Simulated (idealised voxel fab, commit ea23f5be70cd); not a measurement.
This is a process module. Its name is voxel self aligned contacts.
Cross-section cut: width 215 nm, square cells of 5 nm.
In this document a cross-section is written as a grid of square cells. It is given as a series of bands, listed from the top down, and a band is one or more rows of cells. Heights first: top, then bottom, in nm. Then materials, left to right, each with a width in nm. "throughout" on a single material: fills the band edge to edge. "empty": empty space. Zero point of the height axis is 0; under it, received wafer = one material. Lowest band: continues down indefinitely, "0 -> down". It should be noted that a width expressed as "30->40" varies in equal increments from row to row of cells within the band, taking the value of the first number at the top row and that of the second number at the bottom row. "nothing altered", as given for a step, is the statement that not any cell of the cross-section underwent a change during that step. Under "Enclosed voids" you'll find the enclosed gaps, the ones with no way out to the top, that are 8 cells or bigger; each reads width x height at distance, with distance counted from the left edge, everything in nm. Step line, after settings: the simulator's comment on this step. overlay nm, on a step with a mask: how far to the right of its planned place the mask lay; to the left if negative.

The planned process steps are enumerated hereunder
| 1 | RECEIVE (material Si) |
| 2 | OXIDIZE (depth nm 5) |
| 3 | DIRECTIONAL_DEP (material polySi; thk nm 25) |
| 4 | DIRECTIONAL_DEP (material SiN; thk nm 25) |
| 5 | MASKED_ETCH (tone cover; mask id GATE; width nm 25; pitch nm 65; etch materials SiN; depth nm 25; overlay nm 0) |
| 6 | MASKED_ETCH (tone cover; mask id GATE; width nm 25; pitch nm 65; etch materials polySi; depth nm 25; overlay nm 0) |
| 7 | CONFORMAL_DEP (material SiN; thk nm 10) |
| 8 | DIRECTIONAL_ETCH (etch materials SiN; depth nm 10) |
| 9 | FILL_DEP (material SiO2; thk nm 15) |
| 10 | CMP (height nm 55) |
| 11 | MASKED_ETCH (tone open; mask id CONTACT; width nm 50; pitch nm 65; etch materials SiO2; depth nm 60; overlay nm 0) |
| 12 | CONFORMAL_DEP (material TiN; thk nm 5) |
| 13 | FILL_DEP (material Ru; thk nm 10) |
| 14 | CMP (height nm 55) |
| 15 | CONFORMAL_DEP (material SiCN; thk nm 5) |

So this is the incoming wafer in cross-section - it's already been through step 1
> 0 -> down  Si throughout
> Enclosed voids: none

First wafer at the end, as planned
> 60 -> 55  SiCN throughout
> 55 -> 50  SiO2: 50, then TiN: 20, then Ru: 10, then TiN: 20, then SiO2: 15, then TiN: 20, then Ru: 10, then TiN: 20, then SiO2: 50
> 50 -> 25  SiO2: 20, then SiN: 45, then TiN: 5, then Ru: 10, then TiN: 5, then SiN: 45, then TiN: 5, then Ru: 10, then TiN: 5, then SiN: 45, then SiO2: 20
> 25 -> 0  SiO2: 20, then SiN: 10, then polySi: 25, then SiN: 10, then TiN: 5, then Ru: 10, then TiN: 5, then SiN: 10, then polySi: 25, then SiN: 10, then TiN: 5, then Ru: 10, then TiN: 5, then SiN: 10, then polySi: 25, then SiN: 10, then SiO2: 20
> 0 -> -5  SiO2: 65, then TiN: 20, then SiO2: 45, then TiN: 20, then SiO2: 65
> -5 -> down  Si throughout
> Enclosed voids: none

Wafer two cross-section, module end. Start and plan unchanged from wafer one; one mistake made during the run
> 60 -> 55  SiCN throughout
> 55 -> 50  SiO2: 50, then TiN: 50, then SiO2: 15, then TiN: 50, then SiO2: 50
> 50 -> 25  SiN: 40, then SiO2: 5, then SiN: 60, then SiO2: 5, then SiN: 60, then SiO2: 5, then SiN: 40
> 25 -> 0  polySi throughout
> 0 -> -5  SiO2 throughout
> -5 -> down  Si throughout
> Enclosed voids: none
what went wrong: off-plan run, step 5, actual operation and settings MASKED_ETCH (tone open; mask id GATE; width nm 25; pitch nm 65; etch materials SiN; depth nm 25; overlay nm 0)
Final wafer comparison in cells, second versus first, more or fewer per material: Ru: 44 fewer, SiN: 5 more, SiO2: 57 fewer, TiN: 44 fewer, polySi: 140 more
